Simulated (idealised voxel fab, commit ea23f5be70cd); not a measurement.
process module | voxel wiring stack
cross-section cut | 270 nm wide | cells 5 nm
A cross-section is a grid of square cells, given in bands from the top down. A band is one or more rows of cells.
Each band's line starts with the height of the band's top and of its bottom, in nm. Then come its materials from left to right, each with its width in nm. One material with "throughout" fills the band from edge to edge. "air" is empty space.
Height 0 is the level under which the wafer as received is all one material. The lowest band goes on downwards, as in "0 down".
A width such as "30 to 40" changes by the same amount from each row of cells to the next, from the band's top row to its bottom row.
"no change" after a step means that no cell of the cross-section changed.
closed voids: empty space of 8 cells or more with no open way to the top, each as width x height at its distance from the left edge, in nm
after a step's settings: what the simulator itself notes on the step
overlay nm, on a step with a mask: how far to the right of its planned place the mask lay; to the left if negative
plan
1 op RECEIVE | material Si
2 op CONFORMAL_DEP | material SiO2 | thk nm 15
3 op CONFORMAL_DEP | material SiCN | thk nm 5
4 op DIRECTIONAL_DEP | material SiO2 | thk nm 15
5 op PATTERN | tone open | mask id METAL_1 | material resist | width nm 20 | pitch nm 45 | thk nm 15 | overlay nm 0
6 op DIRECTIONAL_ETCH | etch materials SiO2 | depth nm 15
7 op DIRECTIONAL_ETCH | etch materials SiCN | depth nm 5
8 op STRIP | etch materials resist
9 op CONFORMAL_DEP | material TiN | thk nm 5
10 op FILL_DEP | material Cu | thk nm 10
11 op CMP | height nm 35
12 op CONFORMAL_DEP | material SiCN | thk nm 5
13 op DIRECTIONAL_DEP | material SiO2 | thk nm 35
14 op PATTERN | tone open | mask id METAL_2_HOLES | material resist | width nm 15 | pitch nm 90 | thk nm 15 | overlay nm 0
15 op DIRECTIONAL_ETCH | etch materials SiO2 | depth nm 35
16 op STRIP | etch materials resist
17 op PATTERN | tone open | mask id METAL_2 | material resist | width nm 20 | pitch nm 45 | thk nm 15 | overlay nm 0
18 op DIRECTIONAL_ETCH | etch materials SiO2 | depth nm 20
19 op DIRECTIONAL_ETCH | etch materials SiCN | depth nm 5
20 op STRIP | etch materials resist
21 op CONFORMAL_DEP | material TiN | thk nm 5
22 op FILL_DEP | material Cu | thk nm 5
23 op CMP | height nm 75
24 op CONFORMAL_DEP | material SiCN | thk nm 5
as received, after step 1
  0 down: Si throughout
  closed voids: none
a wafer at the end: this start, this plan, one mistake
  80 to 75: SiCN throughout
  75 to 60: SiO2 80 | TiN 5 | Cu 10 | TiN 5 | SiO2 25 | TiN 5 | Cu 10 | TiN 5 | SiO2 25 | TiN 5 | Cu 10 | TiN 5 | SiO2 80
  60 to 55: SiO2 80 | TiN 5 | Cu 5 | TiN 10 | SiO2 25 | TiN 20 | SiO2 25 | TiN 5 | Cu 5 | TiN 10 | SiO2 80
  55 to 40: SiO2 80 | TiN 5 | Cu 5 | TiN 5 | SiO2 75 | TiN 5 | Cu 5 | TiN 5 | SiO2 85
  40 to 35: SiCN 80 | TiN 15 | SiCN 75 | TiN 15 | SiCN 85
  35 to 20: SiO2 80 | SiCN 5 | Cu 10 | SiCN 5 | SiO2 25 | SiCN 5 | Cu 10 | SiCN 5 | SiO2 25 | SiCN 5 | Cu 10 | SiCN 5 | SiO2 80
  20 to 15: SiCN throughout
  15 to 0: SiO2 throughout
  0 down: Si throughout
  closed voids: none
what went wrong: step 9 ran as: op CONFORMAL_DEP | material SiCN | thk nm 5
